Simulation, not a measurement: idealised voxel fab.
This section sets out a process module, namely voxel self aligned vias.
Pictured: cross-section cut, 270 nm wide, on a grid of 5 nm square cells.
A cross-section is written here as square cells arranged in a grid, and it is given in bands from the top down, each band taking up one or more rows of cells.
Top, bottom (nm), then materials left to right with widths (nm); lone material tagged "everywhere" fills the whole band edge to edge; "blank" = empty space.
The level at which height equals 0 is the one under which the wafer, as it arrives, is entirely one material. No lower edge exists for the bottom band, which continues downward and is notated as in "0 nm and below".
The width entry "30 to 40" should be interpreted row by row: the top row of cells in the band takes the first number, the bottom row takes the second number, and the change between adjacent rows is uniform throughout.
You'll sometimes find "all unchanged" written for a step, and that's the way of saying that nowhere in the cross-section did a cell change during that step.
The label "Tabulated closed voids" introduces a list of the empty spaces, 8 cells or larger, that have no open way up to the top; each entry in it reads width x height at distance, where the distance is taken from the left edge and all three are stated in nm.
If you see something after the settings on a step's line, that's the simulator's own remark about that step.
overlay nm: how far to the right of its planned place the mask lay on this masked step (negative: to the left).
# These are the steps we planned for the process
| 1 | RECEIVE: material Si |
| 2 | CONFORMAL_DEP: material SiO2, thk nm 10 |
| 3 | CONFORMAL_DEP: material SiCN, thk nm 5 |
| 4 | DIRECTIONAL_DEP: material SiO2, thk nm 30 |
| 5 | PATTERN: tone open, mask id LINES, material resist, width nm 25, pitch nm 65, thk nm 20, overlay nm 0 |
| 6 | DIRECTIONAL_ETCH: etch materials SiO2, depth nm 30 |
| 7 | STRIP: etch materials resist |
| 8 | CONFORMAL_DEP: material TiN, thk nm 5 |
| 9 | FILL_DEP: material W, thk nm 10 |
| 10 | CMP: height nm 45 |
| 11 | SELECTIVE_ETCH: etch materials W Ru TiN, depth nm 5 |
| 12 | FILL_DEP: material SiN, thk nm 5 |
| 13 | CMP: height nm 45 |
| 14 | DIRECTIONAL_DEP: material SiO2, thk nm 20 |
| 15 | MASKED_ETCH: tone open, mask id VIAS, width nm 25, pitch nm 65, etch materials SiO2, depth nm 20, overlay nm 0 |
| 16 | MASKED_ETCH: tone open, mask id VIAS, width nm 35, pitch nm 65, etch materials SiN, depth nm 5, overlay nm 0 |
| 17 | CONFORMAL_DEP: material TiN, thk nm 5 |
| 18 | FILL_DEP: material Cu, thk nm 10 |
| 19 | CMP: height nm 65 |
| 20 | CONFORMAL_DEP: material SiCN, thk nm 5 |
Variable across wafers: step 15 width nm (plan value is that of the first wafer; starting state common to all).
# first wafer as received, after step 1
  0 nm and below: Si everywhere
  Tabulated closed voids: none
# Cross-section of the first of several wafers, taken after step 20, where the module ends
  70 nm to 65 nm: SiCN everywhere
  65 nm to 45 nm: SiO2: 55, TiN: 5, Cu: 15, TiN: 5, SiO2: 40, TiN: 5, Cu: 15, TiN: 5, SiO2: 40, TiN: 5, Cu: 15, TiN: 5, SiO2: 60
  45 nm to 40 nm: SiO2: 55, TiN: 25, SiO2: 40, TiN: 25, SiO2: 40, TiN: 25, SiO2: 60
  40 nm to 20 nm: SiO2: 55, TiN: 5, W: 15, TiN: 5, SiO2: 40, TiN: 5, W: 15, TiN: 5, SiO2: 40, TiN: 5, W: 15, TiN: 5, SiO2: 60
  20 nm to 15 nm: SiO2: 55, TiN: 25, SiO2: 40, TiN: 25, SiO2: 40, TiN: 25, SiO2: 60
  15 nm to 10 nm: SiCN everywhere
  10 nm to 0 nm: SiO2 everywhere
  0 nm and below: Si everywhere
  Tabulated closed voids: none
# Cross-section of the final wafer among several, taken at the end of the module
  70 nm to 65 nm: SiCN everywhere
  65 nm to 50 nm: SiO2: 45, TiN: 5, Cu: 40, TiN: 5, SiO2: 15, TiN: 5, Cu: 40, TiN: 5, SiO2: 15, TiN: 5, Cu: 40, TiN: 5, SiO2: 45
  50 nm to 45 nm: SiO2: 45, TiN: 15, Cu: 15, TiN: 20, SiO2: 15, TiN: 15, Cu: 15, TiN: 20, SiO2: 15, TiN: 15, Cu: 15, TiN: 20, SiO2: 45
  45 nm to 40 nm: SiO2: 55, TiN: 25, SiO2: 40, TiN: 25, SiO2: 40, TiN: 25, SiO2: 60
  40 nm to 20 nm: SiO2: 55, TiN: 5, W: 15, TiN: 5, SiO2: 40, TiN: 5, W: 15, TiN: 5, SiO2: 40, TiN: 5, W: 15, TiN: 5, SiO2: 60
  20 nm to 15 nm: SiO2: 55, TiN: 25, SiO2: 40, TiN: 25, SiO2: 40, TiN: 25, SiO2: 60
  15 nm to 10 nm: SiCN everywhere
  10 nm to 0 nm: SiO2 everywhere
  0 nm and below: Si everywhere
  Tabulated closed voids: none
# Here is how to read the rows: every wafer has a row, and it shows the wafer at the end of the module, giving for each material how many cells were gained (+) or lost (-) since the wafer was received, then listing its closed voids
width nm 25; +36 Cu; +108 SiCN; +498 SiO2; +78 TiN; +36 W; Tabulated closed voids: none
width nm 30; +45 Cu; +108 SiCN; +486 SiO2; +81 TiN; +36 W; Tabulated closed voids: none
width nm 35; +54 Cu; +108 SiCN; +474 SiO2; +84 TiN; +36 W; Tabulated closed voids: none
width nm 40; +63 Cu; +108 SiCN; +462 SiO2; +87 TiN; +36 W; Tabulated closed voids: none
width nm 45; +72 Cu; +108 SiCN; +450 SiO2; +90 TiN; +36 W; Tabulated closed voids: none
width nm 50; +81 Cu; +108 SiCN; +438 SiO2; +93 TiN; +36 W; Tabulated closed voids: none
